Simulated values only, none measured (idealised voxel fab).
Herein follows the process module entitled voxel wiring stack.
The width of the displayed cross-section, cut, is 220 nm; its cells are square, with a size of 5 nm.
Bands, listed from the top down, are how a cross-section gets written in this document; the cross-section itself is a grid of square cells, and a band is one or more rows of them.
Top, bottom (nm), then materials left to right with widths (nm); lone material tagged "full width" fills the whole band edge to edge; "empty" = empty space.
All heights in this document are referenced to 0, defined as the level beneath which the wafer, as received, consists entirely of one material. The lowest band is not bounded below; it extends indefinitely downward and is written in the form "from 0 down".
The two numbers in a width such as "30..40" mark its ends across the band: the first belongs to the top row of cells, the second to the bottom row, and from each row to the next the width moves by the same amount.
A step reported as "nothing was modified" is a step in which no cell of the cross-section changed.
In the "Enclosed void list" entry, you get each enclosed empty space of 8 cells or more, one with no open way to the top, written width x height at distance, distance from the left edge, in nm.
Whatever follows a step's settings on its line is a remark the simulator itself makes about that step.
On any step carrying a mask, the "overlay nm" setting, if present on the step's line, tells how far right of its planned place the mask lay; negative values point to the left.

The steps planned for the process are as follows:
step 1: RECEIVE,material Si
step 2: CONFORMAL_DEP,material SiO2,thk nm 10
step 3: DIRECTIONAL_DEP,material TiN,thk nm 5
step 4: DIRECTIONAL_DEP,material Ru,thk nm 20
step 5: DIRECTIONAL_DEP,material aC,thk nm 15
step 6: PATTERN,tone cover,mask id METAL_1,material resist,width nm 20,pitch nm 45,thk nm 35,overlay nm 0
step 7: DIRECTIONAL_ETCH,etch materials aC,depth nm 15
step 8: STRIP,etch materials resist
step 9: DIRECTIONAL_ETCH,etch materials Ru,depth nm 20
step 10: DIRECTIONAL_ETCH,etch materials TiN,depth nm 5
step 11: STRIP,etch materials aC
step 12: CONFORMAL_DEP,material SiCN,thk nm 5
step 13: FILL_DEP,material lowk,thk nm 5
step 14: CMP,height nm 35
step 15: CONFORMAL_DEP,material SiCN,thk nm 5
step 16: DIRECTIONAL_DEP,material lowk,thk nm 15
step 17: DIRECTIONAL_DEP,material aC,thk nm 10
step 18: PATTERN,tone open,mask id PLUG_1,material resist,width nm 15,pitch nm 45,thk nm 25,overlay nm 0
step 19: DIRECTIONAL_ETCH,etch materials aC,depth nm 10
step 20: STRIP,etch materials resist
step 21: DIRECTIONAL_ETCH,etch materials lowk,depth nm 15
step 22: DIRECTIONAL_ETCH,etch materials SiCN,depth nm 5
step 23: STRIP,etch materials aC
step 24: EPI,material Ru,thk nm 10
step 25: EPI,material Ru,thk nm 10
step 26: DIRECTIONAL_DEP,material TiN,thk nm 5
step 27: DIRECTIONAL_DEP,material W,thk nm 25
step 28: DIRECTIONAL_DEP,material aC,thk nm 15
step 29: PATTERN,tone cover,mask id METAL_2,material resist,width nm 20,pitch nm 45,thk nm 30,overlay nm 0
step 30: DIRECTIONAL_ETCH,etch materials aC,depth nm 15
step 31: STRIP,etch materials resist
step 32: DIRECTIONAL_ETCH,etch materials W,depth nm 25
step 33: DIRECTIONAL_ETCH,etch materials TiN,depth nm 5
step 34: STRIP,etch materials aC
step 35: FILL_DEP,material lowk,thk nm 10
step 36: CMP,height nm 85
step 37: CONFORMAL_DEP,material SiCN,thk nm 5
step 38: DIRECTIONAL_DEP,material lowk,thk nm 30
step 39: PATTERN,tone open,mask id METAL_3,material resist,width nm 20,pitch nm 45,thk nm 20,overlay nm 0
step 40: DIRECTIONAL_ETCH,etch materials lowk,depth nm 15
step 41: STRIP,etch materials resist
step 42: MASKED_ETCH,tone open,mask id METAL_3_HOLES,width nm 15,pitch nm 45,etch materials lowk,depth nm 15,overlay nm 0
step 43: MASKED_ETCH,tone open,mask id METAL_3_HOLES,width nm 15,pitch nm 45,etch materials SiCN,depth nm 5,overlay nm 0
step 44: CONFORMAL_DEP,material TiN,thk nm 5
step 45: FILL_DEP,material Cu,thk nm 5
step 46: CMP,height nm 120
step 47: CONFORMAL_DEP,material SiN,thk nm 5

Cross-section, incoming material, after step 1:
- from 0 down: Si full width
- Enclosed void list: none

First wafer of two, sectioned at end of module; run went per plan:
- from 125 to 120: SiN full width
- from 120 to 110: 75 lowk | 5 TiN | 10 Cu | 5 TiN | 25 lowk | 5 TiN | 10 Cu | 5 TiN | 80 lowk
- from 110 to 105: 75 lowk | 5 TiN | 5 Cu | 10 TiN | 25 lowk | 5 TiN | 5 Cu | 10 TiN | 80 lowk
- from 105 to 90: 75 lowk | 5 TiN | 5 Cu | 5 TiN | 30 lowk | 5 TiN | 5 Cu | 5 TiN | 85 lowk
- from 90 to 85: 75 SiCN | 15 TiN | 30 SiCN | 15 TiN | 85 SiCN
- from 85 to 60: 75 lowk | 20 W | 25 lowk | 20 W | 80 lowk
- from 60 to 55: 75 lowk | 20 TiN | 25 lowk | 20 TiN | 80 lowk
- from 55 to 40: 75 lowk | 15 Ru | 30 lowk | 15 Ru | 85 lowk
- from 40 to 35: 75 SiCN | 15 Ru | 30 SiCN | 15 Ru | 85 SiCN
- from 35 to 15: 70 lowk | 5 SiCN | 20 Ru | 5 SiCN | 15 lowk | 5 SiCN | 20 Ru | 5 SiCN | 75 lowk
- from 15 to 10: 75 SiCN | 20 TiN | 25 SiCN | 20 TiN | 80 SiCN
- from 10 to 0: SiO2 full width
- from 0 down: Si full width
- Enclosed void list: none

Wafer two, end of module, cross-section. Same start, same plan as wafer one. One mistake in the run:
- from 125 to 120: SiN full width
- from 120 to 110: 75 lowk | 5 TiN | 10 Cu | 5 TiN | 25 lowk | 5 TiN | 10 Cu | 5 TiN | 80 lowk
- from 110 to 105: 75 lowk | 5 TiN | 5 Cu | 10 TiN | 25 lowk | 5 TiN | 5 Cu | 10 TiN | 80 lowk
- from 105 to 90: 75 lowk | 5 TiN | 5 Cu | 5 TiN | 30 lowk | 5 TiN | 5 Cu | 5 TiN | 85 lowk
- from 90 to 85: 75 SiCN | 15 TiN | 30 SiCN | 15 TiN | 85 SiCN
- from 85 to 60: 70 lowk | 30 W | 15 lowk | 30 W | 75 lowk
- from 60 to 55: 70 lowk | 30 TiN | 15 lowk | 30 TiN | 75 lowk
- from 55 to 40: 75 lowk | 15 Ru | 30 lowk | 15 Ru | 85 lowk
- from 40 to 35: 75 SiCN | 15 Ru | 30 SiCN | 15 Ru | 85 SiCN
- from 35 to 15: 70 lowk | 5 SiCN | 20 Ru | 5 SiCN | 15 lowk | 5 SiCN | 20 Ru | 5 SiCN | 75 lowk
- from 15 to 10: 75 SiCN | 20 TiN | 25 SiCN | 20 TiN | 80 SiCN
- from 10 to 0: SiO2 full width
- from 0 down: Si full width
- Enclosed void list: none
So what did we get wrong on this run? in deviation from the planned setting, step 29 was conducted as PATTERN,tone cover,mask id METAL_2,material resist,width nm 30,pitch nm 45,thk nm 30,overlay nm 0
Cell-count delta at end, second wafer over first, by material: +4 TiN, +20 W, -24 lowk
